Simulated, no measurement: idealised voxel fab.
The name of this process module is voxel transistor to metal.
cross-section cut | 185 nm wide | cells 5 nm
Cross-section layout: square cells on a grid; listed as bands, top to bottom; a band spans one or more cell rows. In this notation a band is specified by the heights of its top and bottom, in that order and in nm, after which its materials appear from left to right, each paired with its width in nm. The word "everywhere" attached to a single material means that material fills the band from edge to edge; the word "blank" stands for empty space. The level at which height equals 0 is the one under which the wafer, as it arrives, is entirely one material. No lower edge exists for the bottom band, which continues downward and is notated as in "0 -> down". It should be noted that a width expressed as "30->40" varies in equal increments from row to row of cells within the band, taking the value of the first number at the top row and that of the second number at the bottom row. "no modifications" (step): cross-section cells unchanged, all of them. What "Enclosed internal voids" gives you is every empty space of 8 cells or more that is cut off from the top. Each appears as width x height at distance, with the distance taken from the left edge and width, height and distance all in nm. On each step's line, the part that comes after the settings is the simulator's own comment on the step. overlay nm: for a step with a mask, the amount by which the mask lay right of where it was planned; a negative amount means left of it.

## Steps in the process plan
1,RECEIVE with material Si
2,OXIDIZE with depth nm 5
3,CONFORMAL_DEP with material SiN, thk nm 10
4,MASKED_ETCH with tone cover, mask id ACTIVE, width nm 115, etch materials SiN, depth nm 10, overlay nm 0
5,MASKED_ETCH with tone cover, mask id ACTIVE, width nm 115, etch materials SiO2, depth nm 5, overlay nm 0
6,MASKED_ETCH with tone cover, mask id ACTIVE, width nm 115, etch materials Si, depth nm 35, overlay nm 0
7,OXIDIZE with depth nm 5
8,FILL_DEP with material SiO2, thk nm 10
9,CMP with height nm 10
10,SELECTIVE_ETCH with etch materials SiO2, depth nm 10
11,STRIP with etch materials SiN
12,SELECTIVE_ETCH with etch materials SiO2, depth nm 5
13,OXIDIZE with depth nm 5
14,DIRECTIONAL_DEP with material polySi, thk nm 25
15,DIRECTIONAL_DEP with material SiCN, thk nm 15
16,PATTERN with tone cover, mask id GATE, material resist, width nm 35, thk nm 20, overlay nm 0
17,DIRECTIONAL_ETCH with etch materials SiCN, depth nm 25
18,DIRECTIONAL_ETCH with etch materials polySi, depth nm 35
19,STRIP with etch materials resist
20,CONFORMAL_DEP with material SiN, thk nm 10
21,DIRECTIONAL_ETCH with etch materials SiN, depth nm 10
22,DIRECTIONAL_ETCH with etch materials SiO2, depth nm 5
23,DIRECTIONAL_ETCH with etch materials Si, depth nm 15
24,EPI with material pSi, thk nm 15
25,FILL_DEP with material SiO2, thk nm 10
26,CMP with height nm 20
27,STRIP with etch materials polySi
28,SELECTIVE_ETCH with etch materials SiO2, depth nm 5
29,CONFORMAL_DEP with material HfO2, thk nm 5
30,CONFORMAL_DEP with material TiN, thk nm 5
31,FILL_DEP with material W, thk nm 10
32,CMP with height nm 15
33,DIRECTIONAL_DEP with material SiO2, thk nm 10
34,PATTERN with tone open, mask id CONTACT, material resist, width nm 15, pitch nm 80, thk nm 20, overlay nm 0
35,DIRECTIONAL_ETCH with etch materials SiO2, depth nm 35
36,STRIP with etch materials resist
37,CONFORMAL_DEP with material TiN, thk nm 5
38,FILL_DEP with material W, thk nm 5
39,CMP with height nm 25
40,CONFORMAL_DEP with material SiN, thk nm 5
41,DIRECTIONAL_DEP with material SiO2, thk nm 15
42,MASKED_ETCH with tone open, mask id METAL_1, width nm 15, pitch nm 80, etch materials SiO2, depth nm 15, overlay nm 0
43,MASKED_ETCH with tone open, mask id METAL_1, width nm 15, pitch nm 80, etch materials SiN, depth nm 5, overlay nm 0
44,CONFORMAL_DEP with material TiN, thk nm 5
45,FILL_DEP with material Cu, thk nm 10
46,CMP with height nm 45
47,CONFORMAL_DEP with material SiCN, thk nm 5
48,DIRECTIONAL_DEP with material SiO2, thk nm 30
49,MASKED_ETCH with tone open, mask id METAL_2, width nm 15, pitch nm 80, etch materials SiO2, depth nm 20, overlay nm 0
50,PATTERN with tone open, mask id METAL_2_HOLES, material resist, width nm 15, pitch nm 80, thk nm 20, overlay nm 0
51,DIRECTIONAL_ETCH with etch materials SiO2, depth nm 10
52,DIRECTIONAL_ETCH with etch materials SiCN, depth nm 5
53,STRIP with etch materials resist
54,CONFORMAL_DEP with material TiN, thk nm 5
55,FILL_DEP with material Cu, thk nm 10
56,CMP with height nm 80
57,CONFORMAL_DEP with material SiN, thk nm 5

## Cross-section of the incoming wafer, state after step 1
* 0 -> down = Si everywhere
* Enclosed internal voids: none

## The first of the two wafers as seen in cross-section once the module was finished; processing followed the plan
* 85 -> 80 = SiN everywhere
* 80 -> 50 = SiO2 45, TiN 5, Cu 5, TiN 5, SiO2 65, TiN 5, Cu 5, TiN 5, SiO2 45
* 50 -> 45 = SiCN 45, TiN 15, SiCN 65, TiN 15, SiCN 45
* 45 -> 30 = SiO2 45, TiN 5, Cu 5, TiN 5, SiO2 65, TiN 5, Cu 5, TiN 5, SiO2 45
* 30 -> 25 = SiN 45, TiN 15, SiN 65, TiN 15, SiN 45
* 25 -> 15 = SiO2 45, TiN 5, W 5, TiN 5, SiO2 65, TiN 5, W 5, TiN 5, SiO2 45
* 15 -> 10 = SiO2 45, TiN 5, W 5, TiN 5, SiO2 5, SiN 10, HfO2 5, TiN 5, W 15, TiN 5, HfO2 5, SiN 10, SiO2 5, TiN 5, W 5, TiN 5, SiO2 45
* 10 -> 5 = SiO2 45, TiN 15, SiO2 5, SiN 10, HfO2 5, TiN 5, W 15, TiN 5, HfO2 5, SiN 10, SiO2 5, TiN 15, SiO2 45
* 5 -> 0 = SiO2 45, TiN 5, pSi 15, SiN 10, HfO2 5, TiN 5, W 15, TiN 5, HfO2 5, SiN 10, pSi 15, TiN 5, SiO2 45
* 0 -> -5 = SiO2 45, TiN 5, pSi 15, SiN 10, HfO2 5, TiN 25, HfO2 5, SiN 10, pSi 15, TiN 5, SiO2 45
* -5 -> -10 = SiO2 45, TiN 5, pSi 15, SiO2 5, HfO2 45, SiO2 5, pSi 15, TiN 5, SiO2 45
* -10 -> -25 = SiO2 40, pSi 25, Si 55, pSi 25, SiO2 40
* -25 -> -45 = SiO2 40, Si 105, SiO2 40
* -45 -> down = Si everywhere
* Enclosed internal voids: none

## This cross-section belongs to the second wafer of two at the end of the module; the start and the plan were shared with the first, and the run included one mistake
* 85 -> 80 = SiN everywhere
* 80 -> 50 = SiO2 45, TiN 5, Cu 5, TiN 5, SiO2 65, TiN 5, Cu 5, TiN 5, SiO2 45
* 50 -> 45 = SiCN 45, TiN 15, SiCN 65, TiN 15, SiCN 45
* 45 -> 30 = SiO2 45, TiN 5, Cu 5, TiN 5, SiO2 65, TiN 5, Cu 5, TiN 5, SiO2 45
* 30 -> 25 = SiN 45, TiN 15, SiN 65, TiN 15, SiN 45
* 25 -> 15 = SiO2 45, TiN 5, W 5, TiN 5, SiO2 65, TiN 5, W 5, TiN 5, SiO2 45
* 15 -> 10 = SiO2 45, TiN 5, W 5, TiN 5, SiO2 10, SiN 10, HfO2 5, TiN 5, W 10, TiN 5, HfO2 5, SiN 10, SiO2 5, TiN 5, W 5, TiN 5, SiO2 45
* 10 -> 5 = SiO2 45, TiN 15, SiO2 10, SiN 10, HfO2 5, TiN 5, W 10, TiN 5, HfO2 5, SiN 10, SiO2 5, TiN 15, SiO2 45
* 5 -> 0 = SiO2 45, TiN 10, pSi 15, SiN 10, HfO2 5, TiN 5, W 10, TiN 5, HfO2 5, SiN 10, pSi 15, TiN 5, SiO2 45
* 0 -> -5 = SiO2 45, TiN 10, pSi 15, SiN 10, HfO2 5, TiN 20, HfO2 5, SiN 10, pSi 15, TiN 5, SiO2 45
* -5 -> -10 = SiO2 45, TiN 10, pSi 15, SiO2 5, HfO2 40, SiO2 5, pSi 15, TiN 5, SiO2 45
* -10 -> -25 = SiO2 40, pSi 30, Si 50, pSi 25, SiO2 40
* -25 -> -45 = SiO2 40, Si 105, SiO2 40
* -45 -> down = Si everywhere
* Enclosed internal voids: none
Heads up, the wafer didn't run the way we planned it: step 16 ran as: PATTERN with tone cover, mask id GATE, material resist, width nm 30, thk nm 20, overlay nm 0
Looking at both finished wafers in cells, the second ends up ahead of or behind the first on some materials: HfO2 -1; Si -3; SiO2 +2; TiN +2; W -3; pSi +3
